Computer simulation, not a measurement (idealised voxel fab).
Title: Process Module voxel wiring stack
The width of the displayed cross-section, cut, is 250 nm; its cells are square, with a size of 5 nm.
Cross-section spec: square-cell grid; bands listed top down; each band is one or more rows. Top, bottom (nm), then materials left to right with widths (nm); lone material tagged "full width" fills the whole band edge to edge; "blank" = empty space. The reference from which all heights are counted is 0, the level beneath which the as-received wafer is entirely one material; the lowest band, having no lower bound, proceeds downward and is written after the example "0 down". It should be noted that a width expressed as "30->40" varies in equal increments from row to row of cells within the band, taking the value of the first number at the top row and that of the second number at the bottom row. "no change occurred", as given for a step, is the statement that not any cell of the cross-section underwent a change during that step. "Completely sealed voids" lists enclosed empty spaces (at least 8 cells, no open path upward to the top), each as width x height at distance from the left edge, in nm. On each step's line, the part that comes after the settings is the simulator's own comment on the step. If you see "overlay nm" on a step's line and that step has a mask, it's telling you how far right of where it was planned the mask ended up; a negative number means it went left instead.

Listed below are the process steps as planned
| 1 | RECEIVE [material Si] |
| 2 | CONFORMAL_DEP [material SiO2] [thk nm 10] |
| 3 | DIRECTIONAL_DEP [material TiN] [thk nm 5] |
| 4 | DIRECTIONAL_DEP [material Ru] [thk nm 15] |
| 5 | DIRECTIONAL_DEP [material aC] [thk nm 10] |
| 6 | PATTERN [tone cover] [mask id METAL_1] [material resist] [width nm 20] [pitch nm 50] [thk nm 25] [overlay nm 0] |
| 7 | DIRECTIONAL_ETCH [etch materials aC] [depth nm 10] |
| 8 | STRIP [etch materials resist] |
| 9 | DIRECTIONAL_ETCH [etch materials Ru] [depth nm 15] |
| 10 | DIRECTIONAL_ETCH [etch materials TiN] [depth nm 5] |
| 11 | STRIP [etch materials aC] |
| 12 | FILL_DEP [material SiO2] [thk nm 5] |
| 13 | CMP [height nm 30] |
| 14 | CONFORMAL_DEP [material SiCN] [thk nm 5] |
| 15 | DIRECTIONAL_DEP [material lowk] [thk nm 30] |
| 16 | MASKED_ETCH [tone open] [mask id METAL_2] [width nm 30] [pitch nm 50] [etch materials lowk] [depth nm 20] [overlay nm 0] |
| 17 | MASKED_ETCH [tone open] [mask id METAL_2_HOLES] [width nm 15] [pitch nm 100] [etch materials lowk] [depth nm 10] [overlay nm 0] |
| 18 | MASKED_ETCH [tone open] [mask id METAL_2_HOLES] [width nm 15] [pitch nm 100] [etch materials SiCN] [depth nm 5] [overlay nm 0] |
| 19 | CONFORMAL_DEP [material TiN] [thk nm 5] |
| 20 | FILL_DEP [material Ru] [thk nm 5] |
| 21 | CMP [height nm 65] |
| 22 | CONFORMAL_DEP [material SiCN] [thk nm 5] |
| 23 | DIRECTIONAL_DEP [material lowk] [thk nm 10] |
| 24 | PATTERN [tone open] [mask id PLUG_2] [material resist] [width nm 15] [pitch nm 50] [thk nm 20] [overlay nm 0] |
| 25 | DIRECTIONAL_ETCH [etch materials lowk] [depth nm 10] |
| 26 | DIRECTIONAL_ETCH [etch materials SiCN] [depth nm 5] |
| 27 | STRIP [etch materials resist] |
| 28 | EPI [material Ru] [thk nm 10] |
| 29 | EPI [material Ru] [thk nm 5] |
| 30 | CONFORMAL_DEP [material SiCN] [thk nm 5] |
| 31 | DIRECTIONAL_DEP [material SiO2] [thk nm 25] |
| 32 | PATTERN [tone open] [mask id METAL_3] [material resist] [width nm 30] [pitch nm 50] [thk nm 15] [overlay nm 0] |
| 33 | DIRECTIONAL_ETCH [etch materials SiO2] [depth nm 25] |
| 34 | DIRECTIONAL_ETCH [etch materials SiCN] [depth nm 5] |
| 35 | STRIP [etch materials resist] |
| 36 | CONFORMAL_DEP [material TiN] [thk nm 5] |
| 37 | FILL_DEP [material Ru] [thk nm 5] |
| 38 | CMP [height nm 110] |
| 39 | CONFORMAL_DEP [material SiN] [thk nm 5] |
It is noted that the wafers described herein are identical at the outset and are distinguished by the width nm of step 6; the value stated in the plan corresponds to the first wafer.

Cross-sectional view of the first of several wafers in the as-received condition, corresponding to the state following step 1
* 0 down  Si full width
* Completely sealed voids: none

Basically each wafer gets a line in the table, showing it at the end of the module: material by material, the cells it gained (+) or lost (-) since we got it, then its closed voids
width nm 20 | +165 Ru | +117 SiCN | +50 SiN | +412 SiO2 | +108 TiN | +298 lowk | Completely sealed voids: none
width nm 25 | +174 Ru | +117 SiCN | +50 SiN | +400 SiO2 | +111 TiN | +298 lowk | Completely sealed voids: none
width nm 30 | +183 Ru | +117 SiCN | +50 SiN | +388 SiO2 | +114 TiN | +298 lowk | Completely sealed voids: none
width nm 35 | +192 Ru | +117 SiCN | +50 SiN | +376 SiO2 | +117 TiN | +298 lowk | Completely sealed voids: none
